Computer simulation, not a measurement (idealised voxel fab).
The following is a process module called voxel fin reveal.
This is section cut - it's 180 nm across, gridded in 5 nm square cells.
For the purposes of this document, a cross-section shall be understood as a grid of square cells, specified as bands listed in top-to-bottom order, each band consisting of one or more rows of cells. In this notation a band is specified by the heights of its top and bottom, in that order and in nm, after which its materials appear from left to right, each paired with its width in nm. The word "all across" attached to a single material means that material fills the band from edge to edge; the word "air" stands for empty space. The reference from which all heights are counted is 0, the level beneath which the as-received wafer is entirely one material; the lowest band, having no lower bound, proceeds downward and is written after the example "z 0 and below". Quick explanation for "30 to 40": the width changes in equal steps down the rows of cells, from the first number in the band's top row to the second number in its bottom row. Basically "nothing got changed" means that step didn't change any cell in the cross-section. The list in "Sealed void inventory" covers empty spaces of 8 cells or more that cannot reach the top through any open way, and it gives each as width x height at distance; the distance is from the left edge, and width, height and distance are in nm. That trailing text on a step's line, after the settings, is the simulator's own remark on the step. "overlay nm" denotes, for a step that has a mask, the displacement of the mask to the right of its planned place, with negative values corresponding to the left.

This section lists the process steps that were planned:
1) RECEIVE: material Si
2) CONFORMAL_DEP: material SiN, thk nm 10
3) MASKED_ETCH: tone cover, mask id FINS, width nm 15, pitch nm 40, etch materials SiN, depth nm 10, overlay nm 0
4) MASKED_ETCH: tone cover, mask id FINS, width nm 15, pitch nm 40, etch materials Si, depth nm 35, overlay nm 0
5) OXIDIZE: depth nm 5
6) FILL_DEP: material SiO2, thk nm 5
7) CMP: height nm 10
8) SELECTIVE_ETCH: etch materials SiO2, depth nm 25
9) STRIP: etch materials SiN
10) CONFORMAL_DEP: material HfO2, thk nm 5

Incoming wafer in cross-section (state: after step 1):
	z 0 and below | Si all across
	Sealed void inventory: none

Figure: cross-sectional view of the wafer upon completion of the module, processed from the initial state and according to the plan depicted above, with one error introduced during execution:
	z 5 to 0 | 60 air  15 HfO2  25 air  15 HfO2  65 air
	z 0 to -10 | 60 air  5 HfO2  5 Si  5 HfO2  25 air  5 HfO2  5 Si  5 HfO2  65 air
	z -10 to -15 | 65 HfO2  5 Si  35 HfO2  5 Si  70 HfO2
	z -15 to -35 | 65 SiO2  5 Si  35 SiO2  5 Si  70 SiO2
	z -35 and below | Si all across
	Sealed void inventory: none
Heads up, the wafer didn't run the way we planned it: rather than as planned, step 4 actually ran as MASKED_ETCH: tone cover, mask id FINS, width nm 15, pitch nm 40, etch materials Si, depth nm 30, overlay nm 0
